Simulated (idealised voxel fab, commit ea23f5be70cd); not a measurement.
process module | voxel local oxidation
cross-section cut | 175 nm wide | cells 5 nm
A cross-section is a grid of square cells, given in bands from the top down. A band is one or more rows of cells.
Each band's line starts with the height of the band's top and of its bottom, in nm. Then come its materials from left to right, each with its width in nm. One material with "throughout" fills the band from edge to edge. "air" is empty space.
Height 0 is the level under which the wafer as received is all one material. The lowest band goes on downwards, as in "0 down".
A width such as "30 to 40" changes by the same amount from each row of cells to the next, from the band's top row to its bottom row.
"no change" after a step means that no cell of the cross-section changed.
closed voids: empty space of 8 cells or more with no open way to the top, each as width x height at its distance from the left edge, in nm
after a step's settings: what the simulator itself notes on the step
overlay nm, on a step with a mask: how far to the right of its planned place the mask lay; to the left if negative
plan
1 op RECEIVE | material Si
2 op OXIDIZE | depth nm 5
3 op CONFORMAL_DEP | material SiN | thk nm 15
4 op PATTERN | tone cover | mask id ACTIVE | material resist | width nm 100 | thk nm 15 | overlay nm 0
5 op DIRECTIONAL_ETCH | etch materials SiN | depth nm 15
6 op STRIP | etch materials resist
7 op SELECTIVE_ETCH | etch materials SiO2 | depth nm 5
8 op OXIDIZE | depth nm 10
9 op STRIP | etch materials SiN
as received, after step 1
  0 down: Si throughout
  closed voids: none
first wafer at the end, as planned
  0 to -5: air 40 | SiO2 90 | air 45
  -5 to -15: SiO2 50 | Si 70 | SiO2 55
  -15 down: Si throughout
  closed voids: none
second wafer at the end: like start, like plan, one mistake
  0 to -5: air 40 | SiO2 95 | air 40
  -5 to -15: SiO2 50 | Si 75 | SiO2 50
  -15 down: Si throughout
  closed voids: none
what went wrong: step 4 ran as: op PATTERN | tone cover | mask id ACTIVE | material resist | width nm 105 | thk nm 15 | overlay nm 0
at the end the second wafer has, in cells: 2 more of Si | 1 fewer of SiO2
